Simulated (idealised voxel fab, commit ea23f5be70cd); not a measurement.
The process module that follows is named voxel released beams.
Section cut is 245 nm wide and gridded with 5 nm square cells.
A cross-section is a grid of square cells, given in bands from the top down. A band is one or more rows of cells. Quick guide to a band line: top height, bottom height (nm) up front; then every material left to right with its width in nm. Only one material and it's marked "everywhere"? Then it fills the band edge to edge. And "blank" just means empty space. A quick word on heights: they are counted from 0, and under that level the wafer as it came to us is one material throughout. The lowest band is different from the rest in having no bottom; it simply continues downward, written as in "0 down". Read "30->40" as a graded width: first number on top, second number at the bottom, same change between each pair of neighbouring rows. For the purposes of this document, the phrase "stayed the same" attached to a step denotes that no cell within the cross-section was modified by that step. If an empty space has no open way to the top and is at least 8 cells in size, "Sealed void list" lists it, written width x height at distance, where distance is measured from the left edge and every value is in nm. Heads up: the bit after the settings on a step's line is the simulator's remark on that step. overlay nm: step with mask; distance mask lay right of planned place; negative value = left of planned place.

PROCESS STEPS - PLAN
1) op RECEIVE | material Si
2) op CONFORMAL_DEP | material Al2O3 | thk nm 10
3) op DIRECTIONAL_DEP | material SiO2 | thk nm 15
4) op PATTERN | tone open | mask id ANCHOR | material resist | width nm 35 | thk nm 15 | overlay nm 0
5) op DIRECTIONAL_ETCH | etch materials SiO2 | depth nm 15
6) op STRIP | etch materials resist
7) op CONFORMAL_DEP | material SiN | thk nm 10
8) op PATTERN | tone cover | mask id BEAM | material resist | width nm 95 | thk nm 20 | overlay nm 0
9) op DIRECTIONAL_ETCH | etch materials SiN | depth nm 10
10) op STRIP | etch materials resist
11) op STRIP | etch materials SiO2

HERE'S WHAT THE WAFER LOOKED LIKE IN CROSS-SECTION WHEN IT ARRIVED - THAT'S AFTER STEP 1
> 0 down: Si everywhere
> Sealed void list: none

FIRST OF TWO WAFERS, END-OF-MODULE SECTION, RUN FOLLOWED PLAN
> 35 to 25: blank=70 / SiN=15 / blank=15 / SiN=65 / blank=80
> 25 to 20: blank=75 / SiN=10 / blank=15 / SiN=10 / blank=135
> 20 to 10: blank=75 / SiN=35 / blank=135
> 10 to 0: Al2O3 everywhere
> 0 down: Si everywhere
> Sealed void list: none

END OF MODULE, SECOND WAFER, CROSS-SECTION. STARTED LIKE THE FIRST, PLANNED LIKE THE FIRST, RUN WITH ONE MISTAKE
> 35 to 25: blank=80 / SiN=5 / blank=15 / SiN=75 / blank=70
> 25 to 20: blank=75 / SiN=10 / blank=15 / SiN=10 / blank=135
> 20 to 10: blank=75 / SiN=35 / blank=135
> 10 to 0: Al2O3 everywhere
> 0 down: Si everywhere
> Sealed void list: none
Run error: step 8 changed vs plan, executed as op PATTERN | tone cover | mask id BEAM | material resist | width nm 95 | thk nm 20 | overlay nm 10
Final state: per-material cell counts identical on both wafers; locations differ.
